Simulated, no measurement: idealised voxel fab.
Presented below is a process module, voxel capacitor over wiring.
In the cross-section labelled cut, the width is 230 nm and each square cell is 5 nm.
A cross-section in this document is a grid of square cells, and it is written down as bands, the top band listed before the ones below it; a band is made up of one or more rows of cells.
Band: top and bottom heights (nm) first, top before bottom; then materials from left to right, widths in nm. "everywhere" marks a sole material filling the band edge to edge. "air" denotes empty space.
Height 0 is the level under which the wafer as received is all one material. The lowest band goes on downwards, as in "0 and below".
A width given as "30 to 40" starts at the first number in the band's top row and ends at the second number in its bottom row, shifting by an equal amount at every step from row to row.
Any step labelled "no alteration" changed none of the cells in the cross-section.
The entry "Closed void catalog" lists the empty spaces that cover at least 8 cells and have no open path to the top. Each is written as width x height at distance, where the distance is measured from the left edge and all three values are in nm.
Post-settings text on a step line: simulator's own remark regarding the step.
On any step carrying a mask, the "overlay nm" setting, if present on the step's line, tells how far right of its planned place the mask lay; negative values point to the left.
Planned process steps
- 1: RECEIVE (material Si)
- 2: CONFORMAL_DEP (material SiO2; thk nm 15)
- 3: DIRECTIONAL_DEP (material TiN; thk nm 5)
- 4: DIRECTIONAL_DEP (material Ru; thk nm 15)
- 5: PATTERN (tone cover; mask id METAL_1; material resist; width nm 25; pitch nm 80; thk nm 20; overlay nm 0)
- 6: DIRECTIONAL_ETCH (etch materials Ru; depth nm 15)
- 7: DIRECTIONAL_ETCH (etch materials TiN; depth nm 5)
- 8: STRIP (etch materials resist)
- 9: FILL_DEP (material lowk; thk nm 10)
- 10: CMP (height nm 35)
- 11: CONFORMAL_DEP (material SiCN; thk nm 5)
- 12: DIRECTIONAL_DEP (material lowk; thk nm 20)
- 13: DIRECTIONAL_DEP (material aC; thk nm 10)
- 14: PATTERN (tone open; mask id PLUG_1; material resist; width nm 15; thk nm 30; overlay nm 0)
- 15: DIRECTIONAL_ETCH (etch materials aC; depth nm 10)
- 16: STRIP (etch materials resist)
- 17: DIRECTIONAL_ETCH (etch materials lowk; depth nm 20)
- 18: DIRECTIONAL_ETCH (etch materials SiCN; depth nm 5)
- 19: STRIP (etch materials aC)
- 20: CONFORMAL_DEP (material TiN; thk nm 5)
- 21: FILL_DEP (material Ru; thk nm 5)
- 22: CMP (height nm 60)
- 23: DIRECTIONAL_DEP (material TiN; thk nm 10)
- 24: DIRECTIONAL_DEP (material Al2O3; thk nm 5)
- 25: DIRECTIONAL_DEP (material TiN; thk nm 5)
- 26: MASKED_ETCH (tone cover; mask id UPPER_PLATE; width nm 60; etch materials TiN; depth nm 5; overlay nm 0)
- 27: MASKED_ETCH (tone cover; mask id UPPER_PLATE; width nm 60; etch materials Al2O3; depth nm 5; overlay nm 0)
- 28: MASKED_ETCH (tone cover; mask id LOWER_PLATE; width nm 70; etch materials TiN; depth nm 10; overlay nm 0)
- 29: FILL_DEP (material SiO2; thk nm 15)
- 30: CMP (height nm 90)
- 31: DIRECTIONAL_DEP (material aC; thk nm 10)
- 32: PATTERN (tone open; mask id PLUG_2; material resist; width nm 15; thk nm 25; overlay nm 0)
- 33: DIRECTIONAL_ETCH (etch materials aC; depth nm 10)
- 34: STRIP (etch materials resist)
- 35: DIRECTIONAL_ETCH (etch materials SiO2; depth nm 10)
- 36: STRIP (etch materials aC)
- 37: CONFORMAL_DEP (material TiN; thk nm 5)
- 38: FILL_DEP (material Ru; thk nm 5)
- 39: CMP (height nm 90)
- 40: CONFORMAL_DEP (material SiCN; thk nm 5)
Every wafer here starts from the same state; it is the step 14 width nm that distinguishes them, and the value the plan gives belongs to the first wafer.
Cross-section, first of several wafers, as delivered after step 1
> 0 and below: Si everywhere
> Closed void catalog: none
End-of-module cross-section, first of several wafers, after last step 40
> 95 down to 90: SiCN everywhere
> 90 down to 85: 80 nm SiO2; 5 nm TiN; 5 nm Ru; 5 nm TiN; 135 nm SiO2
> 85 down to 75: 80 to 70 nm SiO2; 15 to 60 nm TiN; 135 to 100 nm SiO2
> 75 down to 70: 70 nm SiO2; 60 nm Al2O3; 100 nm SiO2
> 70 down to 60: 65 nm SiO2; 70 nm TiN; 95 nm SiO2
> 60 down to 40: 70 nm lowk; 5 nm TiN; 5 nm Ru; 5 nm TiN; 145 nm lowk
> 40 down to 35: 70 nm SiCN; 15 nm TiN; 145 nm SiCN
> 35 down to 20: 60 nm lowk; 25 nm Ru; 55 nm lowk; 25 nm Ru; 65 nm lowk
> 20 down to 15: 60 nm lowk; 25 nm TiN; 55 nm lowk; 25 nm TiN; 65 nm lowk
> 15 down to 0: SiO2 everywhere
> 0 and below: Si everywhere
> Closed void catalog: none
Cross-section of the final wafer among several, taken at the end of the module
> 95 down to 90: SiCN everywhere
> 90 down to 85: 80 nm SiO2; 5 nm TiN; 5 nm Ru; 5 nm TiN; 135 nm SiO2
> 85 down to 75: 80 to 70 nm SiO2; 15 to 60 nm TiN; 135 to 100 nm SiO2
> 75 down to 70: 70 nm SiO2; 60 nm Al2O3; 100 nm SiO2
> 70 down to 60: 65 nm SiO2; 70 nm TiN; 95 nm SiO2
> 60 down to 40: 65 nm lowk; 5 nm TiN; 20 nm Ru; 5 nm TiN; 135 nm lowk
> 40 down to 35: 65 nm SiCN; 30 nm TiN; 135 nm SiCN
> 35 down to 20: 60 nm lowk; 25 nm Ru; 55 nm lowk; 25 nm Ru; 65 nm lowk
> 20 down to 15: 60 nm lowk; 25 nm TiN; 55 nm lowk; 25 nm TiN; 65 nm lowk
> 15 down to 0: SiO2 everywhere
> 0 and below: Si everywhere
> Closed void catalog: none
Below: a row per wafer. Contents at end of module: for every material, cells gained since receipt (+) or lost since receipt (-); then closed voids
width nm 15; +12 Al2O3; +35 Ru; +89 SiCN; +356 SiO2; +66 TiN; +316 lowk; Closed void catalog: none
width nm 20; +12 Al2O3; +39 Ru; +88 SiCN; +356 SiO2; +67 TiN; +312 lowk; Closed void catalog: none
width nm 25; +12 Al2O3; +43 Ru; +87 SiCN; +356 SiO2; +68 TiN; +308 lowk; Closed void catalog: none
width nm 30; +12 Al2O3; +47 Ru; +86 SiCN; +356 SiO2; +69 TiN; +304 lowk; Closed void catalog: none
